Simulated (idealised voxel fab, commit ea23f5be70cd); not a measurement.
process module | voxel trench capacitor
cross-section cut | 160 nm wide | cells 5 nm
A cross-section is a grid of square cells, given in bands from the top down. A band is one or more rows of cells.
Each band's line starts with the height of the band's top and of its bottom, in nm. Then come its materials from left to right, each with its width in nm. One material with "throughout" fills the band from edge to edge. "air" is empty space.
Height 0 is the level under which the wafer as received is all one material. The lowest band goes on downwards, as in "0 down".
A width such as "30 to 40" changes by the same amount from each row of cells to the next, from the band's top row to its bottom row.
"no change" after a step means that no cell of the cross-section changed.
closed voids: empty space of 8 cells or more with no open way to the top, each as width x height at its distance from the left edge, in nm
after a step's settings: what the simulator itself notes on the step
overlay nm, on a step with a mask: how far to the right of its planned place the mask lay; to the left if negative
plan
1 op RECEIVE | material Si
2 op CONFORMAL_DEP | material SiN | thk nm 10
3 op MASKED_ETCH | tone open | mask id TRENCH | width nm 30 | pitch nm 45 | etch materials SiN | depth nm 10 | overlay nm 0
4 op MASKED_ETCH | tone open | mask id TRENCH | width nm 30 | pitch nm 45 | etch materials Si | depth nm 40 | overlay nm 0
5 op CONFORMAL_DEP | material Al2O3 | thk nm 5
6 op CONFORMAL_DEP | material TiN | thk nm 5
7 op FILL_DEP | material W | thk nm 5
8 op CMP | height nm 10
as received, after step 1
  0 down: Si throughout
  closed voids: none
first wafer at the end, as planned
  10 to 0: SiN 40 | Al2O3 5 | TiN 5 | W 10 | TiN 5 | Al2O3 5 | SiN 15 | Al2O3 5 | TiN 5 | W 10 | TiN 5 | Al2O3 5 | SiN 45
  0 to -30: Si 40 | Al2O3 5 | TiN 5 | W 10 | TiN 5 | Al2O3 5 | Si 15 | Al2O3 5 | TiN 5 | W 10 | TiN 5 | Al2O3 5 | Si 45
  -30 to -35: Si 40 | Al2O3 5 | TiN 20 | Al2O3 5 | Si 15 | Al2O3 5 | TiN 20 | Al2O3 5 | Si 45
  -35 to -40: Si 40 | Al2O3 30 | Si 15 | Al2O3 30 | Si 45
  -40 down: Si throughout
  closed voids: none
second wafer at the end: like start, like plan, one mistake
  10 to 0: SiN 45 | Al2O3 5 | TiN 5 | W 5 | TiN 5 | Al2O3 5 | SiN 20 | Al2O3 5 | TiN 5 | W 5 | TiN 5 | Al2O3 5 | SiN 45
  0 to -30: Si 45 | Al2O3 5 | TiN 5 | W 5 | TiN 5 | Al2O3 5 | Si 20 | Al2O3 5 | TiN 5 | W 5 | TiN 5 | Al2O3 5 | Si 45
  -30 to -35: Si 45 | Al2O3 5 | TiN 15 | Al2O3 5 | Si 20 | Al2O3 5 | TiN 15 | Al2O3 5 | Si 45
  -35 to -40: Si 45 | Al2O3 25 | Si 20 | Al2O3 25 | Si 45
  -40 down: Si throughout
  closed voids: none
what went wrong: step 3 ran as: op MASKED_ETCH | tone open | mask id TRENCH | width nm 25 | pitch nm 45 | etch materials SiN | depth nm 10 | overlay nm 0
at the end the second wafer has, in cells: 2 fewer of Al2O3 | 16 more of Si | 4 more of SiN | 2 fewer of TiN | 16 fewer of W
